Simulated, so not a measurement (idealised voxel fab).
Name of the process module below: voxel self aligned contacts
Section cut is 300 nm wide and gridded with 5 nm square cells.
Cross-section layout: square cells on a grid; listed as bands, top to bottom; a band spans one or more cell rows.
Per band: top height and bottom height in nm, followed by the left-to-right materials and their widths in nm; "full width" marks a single material spanning edge to edge, "air" marks empty space.
Heights are measured from 0, the level below which the as-received wafer is all one material; the lowest band has no bottom and continues downward, written as in "0..down".
The notation "30 to 40" denotes a width that varies across the rows of cells in the band, beginning at the first number in the top row, finishing at the second number in the bottom row, and changing by an identical amount from each row to the next.
"nothing altered" means the step left every cell of the cross-section as it was.
"Sealed internal voids": empty spaces of 8 cells or more with no open way to the top, each given as width x height at distance, distance from the left edge, all in nm.
What comes after the settings on a step's line is commentary from the simulator itself on that step.
The line of a step may include "overlay nm". On a step with a mask, this value is how far to the right of its planned place the mask lay. A negative value means the mask lay to the left.

So here's the lineup of process steps we planned
1: RECEIVE: material Si
2: OXIDIZE: depth nm 5
3: DIRECTIONAL_DEP: material polySi, thk nm 25
4: DIRECTIONAL_DEP: material SiN, thk nm 25
5: PATTERN: tone cover, mask id GATE, material resist, width nm 25, pitch nm 65, thk nm 15, overlay nm 0
6: DIRECTIONAL_ETCH: etch materials SiN, depth nm 25
7: DIRECTIONAL_ETCH: etch materials polySi, depth nm 25
8: STRIP: etch materials resist
9: CONFORMAL_DEP: material SiN, thk nm 10
10: DIRECTIONAL_ETCH: etch materials SiN, depth nm 10
11: FILL_DEP: material SiO2, thk nm 15
12: CMP: height nm 60
13: MASKED_ETCH: tone open, mask id CONTACT, width nm 40, etch materials SiO2, depth nm 65, overlay nm 0
14: CONFORMAL_DEP: material TiN, thk nm 5
15: FILL_DEP: material Ru, thk nm 5
16: CMP: height nm 60
17: CONFORMAL_DEP: material SiCN, thk nm 5
Keep in mind the plan's value for the width nm of step 13 comes from the first wafer; the wafers don't share that setting, but they do share the same starting point.

Cross-section, first of several wafers, as delivered after step 1
> 0..down: Si full width
> Sealed internal voids: none

Per wafer (row), end of module: delta in cells per material since receipt, (+) for gained, (-) for lost; closed voids after that
width nm 40 | +28 Ru | -60 Si | +60 SiCN | +130 SiN | +540 SiO2 | +32 TiN | +50 polySi | Sealed internal voids: none
width nm 45 | +29 Ru | -60 Si | +60 SiCN | +130 SiN | +538 SiO2 | +33 TiN | +50 polySi | Sealed internal voids: none
width nm 50 | +30 Ru | -60 Si | +60 SiCN | +130 SiN | +536 SiO2 | +34 TiN | +50 polySi | Sealed internal voids: none
width nm 55 | +31 Ru | -60 Si | +60 SiCN | +130 SiN | +534 SiO2 | +35 TiN | +50 polySi | Sealed internal voids: none
width nm 60 | +32 Ru | -60 Si | +60 SiCN | +130 SiN | +532 SiO2 | +36 TiN | +50 polySi | Sealed internal voids: none
width nm 65 | +33 Ru | -60 Si | +60 SiCN | +130 SiN | +530 SiO2 | +37 TiN | +50 polySi | Sealed internal voids: none
